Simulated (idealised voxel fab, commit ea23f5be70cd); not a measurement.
Name of the process module below: voxel wiring stack
225 nm wide, 5 nm square cells: that's cross-section cut.
A cross-section is a grid of square cells, given in bands from the top down. A band is one or more rows of cells. First you get the band's top height and its bottom height, in nm, and then the materials it's made of, left to right, with each width in nm. If you see a single material with "all across", that one covers the band edge to edge. "empty" is empty space. Heights are measured from 0, the level below which the as-received wafer is all one material; the lowest band has no bottom and continues downward, written as in "0 down". Read "30->40" as a graded width: first number on top, second number at the bottom, same change between each pair of neighbouring rows. A step reported as "no alteration" is a step in which no cell of the cross-section changed. Closed-off voids of 8+ cells (no open route to the top) go in "Enclosed void entries", written width x height at distance from the left edge, in nm. On a step's line, text after the settings is the simulator commenting on that step. If you see "overlay nm" on a step's line and that step has a mask, it's telling you how far right of where it was planned the mask ended up; a negative number means it went left instead.
### Planned step list for the process
1: RECEIVE, material Si
2: CONFORMAL_DEP, material SiO2, thk nm 15
3: CONFORMAL_DEP, material SiCN, thk nm 5
4: DIRECTIONAL_DEP, material SiO2, thk nm 25
5: PATTERN, tone open, mask id METAL_1, material resist, width nm 25, pitch nm 45, thk nm 15, overlay nm 0
6: DIRECTIONAL_ETCH, etch materials SiO2, depth nm 25
7: DIRECTIONAL_ETCH, etch materials SiCN, depth nm 5
8: STRIP, etch materials resist
9: CONFORMAL_DEP, material TiN, thk nm 5
10: FILL_DEP, material W, thk nm 5
11: CMP, height nm 45
12: CONFORMAL_DEP, material SiCN, thk nm 5
13: DIRECTIONAL_DEP, material lowk, thk nm 25
14: PATTERN, tone open, mask id METAL_2, material resist, width nm 25, pitch nm 45, thk nm 15, overlay nm 0
15: DIRECTIONAL_ETCH, etch materials lowk, depth nm 15
16: STRIP, etch materials resist
17: PATTERN, tone open, mask id METAL_2_HOLES, material resist, width nm 15, pitch nm 45, thk nm 15, overlay nm 0
18: DIRECTIONAL_ETCH, etch materials lowk, depth nm 10
19: DIRECTIONAL_ETCH, etch materials SiCN, depth nm 5
20: STRIP, etch materials resist
21: CONFORMAL_DEP, material TiN, thk nm 5
22: FILL_DEP, material Cu, thk nm 5
23: CMP, height nm 75
24: CONFORMAL_DEP, material SiCN, thk nm 5
25: DIRECTIONAL_DEP, material SiO2, thk nm 15
26: PATTERN, tone open, mask id PLUG_2, material resist, width nm 15, pitch nm 90, thk nm 15, overlay nm 0
27: DIRECTIONAL_ETCH, etch materials SiO2, depth nm 15
28: DIRECTIONAL_ETCH, etch materials SiCN, depth nm 5
29: STRIP, etch materials resist
30: CONFORMAL_DEP, material TiN, thk nm 5
31: FILL_DEP, material Cu, thk nm 5
32: CMP, height nm 95
33: DIRECTIONAL_DEP, material TiN, thk nm 5
34: DIRECTIONAL_DEP, material W, thk nm 20
35: DIRECTIONAL_DEP, material aC, thk nm 10
36: PATTERN, tone cover, mask id METAL_3, material resist, width nm 25, pitch nm 45, thk nm 25, overlay nm 0
37: DIRECTIONAL_ETCH, etch materials aC, depth nm 10
38: STRIP, etch materials resist
39: DIRECTIONAL_ETCH, etch materials W, depth nm 20
40: DIRECTIONAL_ETCH, etch materials TiN, depth nm 5
41: STRIP, etch materials aC
42: CONFORMAL_DEP, material SiCN, thk nm 5
43: FILL_DEP, material SiO2, thk nm 10
44: CMP, height nm 120
45: CONFORMAL_DEP, material SiCN, thk nm 5
46: DIRECTIONAL_DEP, material lowk, thk nm 25
47: PATTERN, tone open, mask id METAL_4, material resist, width nm 25, pitch nm 45, thk nm 15, overlay nm 0
48: DIRECTIONAL_ETCH, etch materials lowk, depth nm 15
49: STRIP, etch materials resist
50: DIRECTIONAL_DEP, material aC, thk nm 10
51: PATTERN, tone open, mask id METAL_4_HOLES, material resist, width nm 15, pitch nm 45, thk nm 30, overlay nm 0
52: DIRECTIONAL_ETCH, etch materials aC, depth nm 10
53: STRIP, etch materials resist
54: DIRECTIONAL_ETCH, etch materials lowk, depth nm 10
55: DIRECTIONAL_ETCH, etch materials SiCN, depth nm 5
56: STRIP, etch materials aC
57: CONFORMAL_DEP, material TiN, thk nm 5
58: FILL_DEP, material Ru, thk nm 10
59: CMP, height nm 150
60: CONFORMAL_DEP, material SiCN, thk nm 5
### Cross-section: wafer on arrival = after step 1
* 0 down: Si all across
* Enclosed void entries: none
### Here's the wafer cut in cross-section after the module, started and planned just like above, except one thing was done wrong in the run
* 155 to 150: SiCN all across
* 150 to 140: lowk 25 / TiN 5 / Ru 15 / TiN 5 / lowk 20 / TiN 5 / Ru 15 / TiN 5 / lowk 20 / TiN 5 / Ru 15 / TiN 5 / lowk 20 / TiN 5 / Ru 15 / TiN 5 / lowk 40
* 140 to 135: lowk 25 / TiN 10 / Ru 5 / TiN 10 / lowk 20 / TiN 10 / Ru 5 / TiN 10 / lowk 20 / TiN 10 / Ru 5 / TiN 10 / lowk 20 / TiN 10 / Ru 5 / TiN 10 / lowk 40
* 135 to 125: lowk 30 / TiN 5 / Ru 5 / TiN 5 / lowk 30 / TiN 5 / Ru 5 / TiN 5 / lowk 30 / TiN 5 / Ru 5 / TiN 5 / lowk 30 / TiN 5 / Ru 5 / TiN 5 / lowk 45
* 125 to 120: SiCN 30 / TiN 15 / SiCN 30 / TiN 15 / SiCN 30 / TiN 15 / SiCN 30 / TiN 15 / SiCN 45
* 120 to 100: SiO2 25 / SiCN 5 / W 25 / SiCN 5 / SiO2 10 / SiCN 5 / W 25 / SiCN 5 / SiO2 10 / SiCN 5 / W 25 / SiCN 5 / SiO2 10 / SiCN 5 / W 25 / SiCN 5 / SiO2 30
* 100 to 95: SiCN 30 / TiN 25 / SiCN 20 / TiN 25 / SiCN 20 / TiN 25 / SiCN 20 / TiN 25 / SiCN 35
* 95 to 80: SiO2 30 / TiN 5 / Cu 5 / TiN 5 / SiO2 75 / TiN 5 / Cu 5 / TiN 5 / SiO2 90
* 80 to 75: SiCN 30 / TiN 15 / SiCN 75 / TiN 15 / SiCN 90
* 75 to 65: lowk 30 / TiN 5 / Cu 15 / TiN 5 / lowk 20 / TiN 5 / Cu 15 / TiN 5 / lowk 20 / TiN 5 / Cu 15 / TiN 5 / lowk 20 / TiN 5 / Cu 15 / TiN 5 / lowk 35
* 65 to 60: lowk 30 / TiN 5 / Cu 5 / TiN 15 / lowk 20 / TiN 5 / Cu 5 / TiN 15 / lowk 20 / TiN 5 / Cu 5 / TiN 15 / lowk 20 / TiN 5 / Cu 5 / TiN 15 / lowk 35
* 60 to 50: lowk 30 / TiN 5 / Cu 5 / TiN 5 / lowk 30 / TiN 5 / Cu 5 / TiN 5 / lowk 30 / TiN 5 / Cu 5 / TiN 5 / lowk 30 / TiN 5 / Cu 5 / TiN 5 / lowk 45
* 50 to 45: SiCN 30 / TiN 15 / SiCN 30 / TiN 15 / SiCN 30 / TiN 15 / SiCN 30 / TiN 15 / SiCN 45
* 45 to 20: SiO2 30 / TiN 5 / W 15 / TiN 5 / SiO2 20 / TiN 5 / W 15 / TiN 5 / SiO2 20 / TiN 5 / W 15 / TiN 5 / SiO2 20 / TiN 5 / W 15 / TiN 5 / SiO2 35
* 20 to 15: SiCN 30 / TiN 25 / SiCN 20 / TiN 25 / SiCN 20 / TiN 25 / SiCN 20 / TiN 25 / SiCN 35
* 15 to 0: SiO2 all across
* 0 down: Si all across
* Enclosed void entries: none
It is concluded that the wafer was processed incorrectly with respect to the plan, in that step 47 was run on a setting that differed from the plan, and what really ran there is PATTERN, tone open, mask id METAL_4, material resist, width nm 25, pitch nm 45, thk nm 15, overlay nm -5
